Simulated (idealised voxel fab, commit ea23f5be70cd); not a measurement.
Module name: voxel wiring stack (process module)
Cross-section cut spans 155 nm and uses square cells 5 nm in size.
This document writes a cross-section as a grid whose cells are square, and gives it as bands, listed from the top down; one or more rows of cells form a band. Top height, bottom height, nm. Materials left to right, width each, nm. Single material + "everywhere" = fills band edge to edge. "blank" = empty. Height is counted from the level 0, under which the received wafer is composed throughout of one material. The lowest of the bands is not closed at the bottom but continues downward, in the notation "0 -> down". The width entry "30->40" should be interpreted row by row: the top row of cells in the band takes the first number, the bottom row takes the second number, and the change between adjacent rows is uniform throughout. The designation "nothing different", where it is given for a processing step, indicates that no cell of the cross-section was altered in the course of that step. Closed void list: empty space of 8 cells or more with no open way to the top, each as width x height at its distance from the left edge, in nm. The remark found on a step's line after its settings is issued by the simulator itself and pertains to that step. If you see "overlay nm" on a step's line and that step has a mask, it's telling you how far right of where it was planned the mask ended up; a negative number means it went left instead.
The process steps that were planned are listed below:
1) RECEIVE with material Si
2) CONFORMAL_DEP with material SiO2, thk nm 15
3) DIRECTIONAL_DEP with material TiN, thk nm 5
4) DIRECTIONAL_DEP with material W, thk nm 15
5) MASKED_ETCH with tone cover, mask id METAL_1, width nm 20, pitch nm 45, etch materials W, depth nm 15, overlay nm 0
6) MASKED_ETCH with tone cover, mask id METAL_1, width nm 20, pitch nm 45, etch materials TiN, depth nm 5, overlay nm 0
7) CONFORMAL_DEP with material SiN, thk nm 5
8) FILL_DEP with material lowk, thk nm 5
9) CMP with height nm 35
10) CONFORMAL_DEP with material SiCN, thk nm 5
11) DIRECTIONAL_DEP with material lowk, thk nm 15
12) PATTERN with tone open, mask id PLUG_1, material resist, width nm 15, pitch nm 90, thk nm 15, overlay nm 0
13) DIRECTIONAL_ETCH with etch materials lowk, depth nm 15
14) DIRECTIONAL_ETCH with etch materials SiCN, depth nm 5
15) STRIP with etch materials resist
16) CONFORMAL_DEP with material TiN, thk nm 5
17) FILL_DEP with material W, thk nm 10
18) CMP with height nm 55
19) CONFORMAL_DEP with material SiN, thk nm 5
20) DIRECTIONAL_DEP with material SiO2, thk nm 25
21) DIRECTIONAL_DEP with material aC, thk nm 15
22) PATTERN with tone open, mask id METAL_2, material resist, width nm 20, pitch nm 45, thk nm 30, overlay nm 0
23) DIRECTIONAL_ETCH with etch materials aC, depth nm 15
24) STRIP with etch materials resist
25) DIRECTIONAL_ETCH with etch materials SiO2, depth nm 25
26) DIRECTIONAL_ETCH with etch materials SiN, depth nm 5
27) STRIP with etch materials aC
28) CONFORMAL_DEP with material TiN, thk nm 5
29) FILL_DEP with material W, thk nm 10
30) CMP with height nm 85
31) CONFORMAL_DEP with material SiCN, thk nm 5
32) DIRECTIONAL_DEP with material SiO2, thk nm 20
33) DIRECTIONAL_DEP with material aC, thk nm 10
34) PATTERN with tone open, mask id PLUG_2, material resist, width nm 15, pitch nm 90, thk nm 30, overlay nm 0
35) DIRECTIONAL_ETCH with etch materials aC, depth nm 10
36) STRIP with etch materials resist
37) DIRECTIONAL_ETCH with etch materials SiO2, depth nm 20
38) DIRECTIONAL_ETCH with etch materials SiCN, depth nm 5
39) STRIP with etch materials aC
40) EPI with material Ru, thk nm 10
41) EPI with material Ru, thk nm 10
42) EPI with material Ru, thk nm 5
43) CONFORMAL_DEP with material SiN, thk nm 5
44) DIRECTIONAL_DEP with material lowk, thk nm 25
45) MASKED_ETCH with tone open, mask id METAL_3, width nm 20, pitch nm 45, etch materials lowk, depth nm 25, overlay nm 0
46) MASKED_ETCH with tone open, mask id METAL_3, width nm 20, pitch nm 45, etch materials SiN, depth nm 5, overlay nm 0
47) CONFORMAL_DEP with material TiN, thk nm 5
48) FILL_DEP with material Cu, thk nm 10
49) CMP with height nm 140
50) CONFORMAL_DEP with material SiCN, thk nm 5
51) DIRECTIONAL_DEP with material lowk, thk nm 10
52) DIRECTIONAL_DEP with material aC, thk nm 10
53) PATTERN with tone open, mask id PLUG_3, material resist, width nm 15, pitch nm 45, thk nm 25, overlay nm 0
54) DIRECTIONAL_ETCH with etch materials aC, depth nm 10
55) STRIP with etch materials resist
56) DIRECTIONAL_ETCH with etch materials lowk, depth nm 10
57) DIRECTIONAL_ETCH with etch materials SiCN, depth nm 5
58) STRIP with etch materials aC
59) CONFORMAL_DEP with material TiN, thk nm 5
60) FILL_DEP with material W, thk nm 5
61) CMP with height nm 155
62) DIRECTIONAL_DEP with material TiN, thk nm 5
63) DIRECTIONAL_DEP with material W, thk nm 15
64) PATTERN with tone cover, mask id METAL_4, material resist, width nm 20, pitch nm 45, thk nm 20, overlay nm -5
65) DIRECTIONAL_ETCH with etch materials W, depth nm 15
66) DIRECTIONAL_ETCH with etch materials TiN, depth nm 5
67) STRIP with etch materials resist
68) CONFORMAL_DEP with material SiCN, thk nm 5
69) FILL_DEP with material lowk, thk nm 5
70) CMP with height nm 175
71) CONFORMAL_DEP with material SiCN, thk nm 5
Split variable: overlay nm, step 64. Plan value = first wafer. Wafers start alike.
Sectional view: first of several wafers, as received, after step 1:
  0 -> down | Si everywhere
  Closed void list: none
End-of-module cross-section, first of several wafers, after last step 71:
  180 -> 175 | SiCN everywhere
  175 -> 160 | lowk 10 nm  SiCN 5 nm  W 20 nm  SiCN 5 nm  lowk 15 nm  SiCN 5 nm  W 20 nm  SiCN 5 nm  lowk 15 nm  SiCN 5 nm  W 20 nm  SiCN 5 nm  lowk 25 nm
  160 -> 155 | SiCN 15 nm  TiN 20 nm  SiCN 25 nm  TiN 20 nm  SiCN 25 nm  TiN 20 nm  SiCN 30 nm
  155 -> 145 | lowk 20 nm  TiN 5 nm  W 5 nm  TiN 5 nm  lowk 30 nm  TiN 5 nm  W 5 nm  TiN 5 nm  lowk 30 nm  TiN 5 nm  W 5 nm  TiN 5 nm  lowk 30 nm
  145 -> 140 | SiCN 20 nm  TiN 15 nm  SiCN 30 nm  TiN 15 nm  SiCN 30 nm  TiN 15 nm  SiCN 30 nm
  140 -> 115 | lowk 20 nm  TiN 5 nm  Cu 10 nm  TiN 5 nm  lowk 25 nm  TiN 5 nm  Cu 10 nm  TiN 5 nm  lowk 25 nm  TiN 5 nm  Cu 10 nm  TiN 5 nm  lowk 25 nm
  115 -> 110 | SiN 20 nm  TiN 20 nm  SiN 25 nm  TiN 20 nm  SiN 25 nm  TiN 20 nm  SiN 25 nm
  110 -> 90 | SiO2 20 nm  Ru 15 nm  SiO2 75 nm  Ru 15 nm  SiO2 30 nm
  90 -> 85 | SiCN 20 nm  Ru 15 nm  SiCN 75 nm  Ru 15 nm  SiCN 30 nm
  85 -> 60 | SiO2 20 nm  TiN 5 nm  W 10 nm  TiN 5 nm  SiO2 25 nm  TiN 5 nm  W 10 nm  TiN 5 nm  SiO2 25 nm  TiN 5 nm  W 10 nm  TiN 5 nm  SiO2 25 nm
  60 -> 55 | SiN 20 nm  TiN 20 nm  SiN 25 nm  TiN 20 nm  SiN 25 nm  TiN 20 nm  SiN 25 nm
  55 -> 40 | lowk 20 nm  TiN 5 nm  W 5 nm  TiN 5 nm  lowk 75 nm  TiN 5 nm  W 5 nm  TiN 5 nm  lowk 30 nm
  40 -> 35 | SiCN 20 nm  TiN 15 nm  SiCN 75 nm  TiN 15 nm  SiCN 30 nm
  35 -> 20 | lowk 15 nm  SiN 5 nm  W 20 nm  SiN 5 nm  lowk 15 nm  SiN 5 nm  W 20 nm  SiN 5 nm  lowk 15 nm  SiN 5 nm  W 20 nm  SiN 5 nm  lowk 20 nm
  20 -> 15 | SiN 20 nm  TiN 20 nm  SiN 25 nm  TiN 20 nm  SiN 25 nm  TiN 20 nm  SiN 25 nm
  15 -> 0 | SiO2 everywhere
  0 -> down | Si everywhere
  Closed void list: none
X-section, last wafer, module end:
  180 -> 175 | SiCN everywhere
  175 -> 160 | lowk 25 nm  SiCN 5 nm  W 20 nm  SiCN 5 nm  lowk 15 nm  SiCN 5 nm  W 20 nm  SiCN 5 nm  lowk 15 nm  SiCN 5 nm  W 20 nm  SiCN 5 nm  lowk 10 nm
  160 -> 155 | SiCN 30 nm  TiN 20 nm  SiCN 25 nm  TiN 20 nm  SiCN 25 nm  TiN 20 nm  SiCN 15 nm
  155 -> 145 | lowk 20 nm  TiN 5 nm  W 5 nm  TiN 5 nm  lowk 30 nm  TiN 5 nm  W 5 nm  TiN 5 nm  lowk 30 nm  TiN 5 nm  W 5 nm  TiN 5 nm  lowk 30 nm
  145 -> 140 | SiCN 20 nm  TiN 15 nm  SiCN 30 nm  TiN 15 nm  SiCN 30 nm  TiN 15 nm  SiCN 30 nm
  140 -> 115 | lowk 20 nm  TiN 5 nm  Cu 10 nm  TiN 5 nm  lowk 25 nm  TiN 5 nm  Cu 10 nm  TiN 5 nm  lowk 25 nm  TiN 5 nm  Cu 10 nm  TiN 5 nm  lowk 25 nm
  115 -> 110 | SiN 20 nm  TiN 20 nm  SiN 25 nm  TiN 20 nm  SiN 25 nm  TiN 20 nm  SiN 25 nm
  110 -> 90 | SiO2 20 nm  Ru 15 nm  SiO2 75 nm  Ru 15 nm  SiO2 30 nm
  90 -> 85 | SiCN 20 nm  Ru 15 nm  SiCN 75 nm  Ru 15 nm  SiCN 30 nm
  85 -> 60 | SiO2 20 nm  TiN 5 nm  W 10 nm  TiN 5 nm  SiO2 25 nm  TiN 5 nm  W 10 nm  TiN 5 nm  SiO2 25 nm  TiN 5 nm  W 10 nm  TiN 5 nm  SiO2 25 nm
  60 -> 55 | SiN 20 nm  TiN 20 nm  SiN 25 nm  TiN 20 nm  SiN 25 nm  TiN 20 nm  SiN 25 nm
  55 -> 40 | lowk 20 nm  TiN 5 nm  W 5 nm  TiN 5 nm  lowk 75 nm  TiN 5 nm  W 5 nm  TiN 5 nm  lowk 30 nm
  40 -> 35 | SiCN 20 nm  TiN 15 nm  SiCN 75 nm  TiN 15 nm  SiCN 30 nm
  35 -> 20 | lowk 15 nm  SiN 5 nm  W 20 nm  SiN 5 nm  lowk 15 nm  SiN 5 nm  W 20 nm  SiN 5 nm  lowk 15 nm  SiN 5 nm  W 20 nm  SiN 5 nm  lowk 20 nm
  20 -> 15 | SiN 20 nm  TiN 20 nm  SiN 25 nm  TiN 20 nm  SiN 25 nm  TiN 20 nm  SiN 25 nm
  15 -> 0 | SiO2 everywhere
  0 -> down | Si everywhere
  Closed void list: none
For your reference, the table is organized with a row per wafer; each row reflects the wafer at the end of the module, indicating for each material the cells gained (+) or lost (-) since receipt, and thereafter its closed voids:
overlay nm -5; +30 Cu; +30 Ru; +140 SiCN; +75 SiN; +288 SiO2; +147 TiN; +114 W; +292 lowk; Closed void list: none
overlay nm 0; +30 Cu; +30 Ru; +140 SiCN; +75 SiN; +288 SiO2; +147 TiN; +114 W; +292 lowk; Closed void list: none
overlay nm 5; +30 Cu; +30 Ru; +140 SiCN; +75 SiN; +288 SiO2; +147 TiN; +114 W; +292 lowk; Closed void list: none
overlay nm 10; +30 Cu; +30 Ru; +140 SiCN; +75 SiN; +288 SiO2; +147 TiN; +114 W; +292 lowk; Closed void list: none
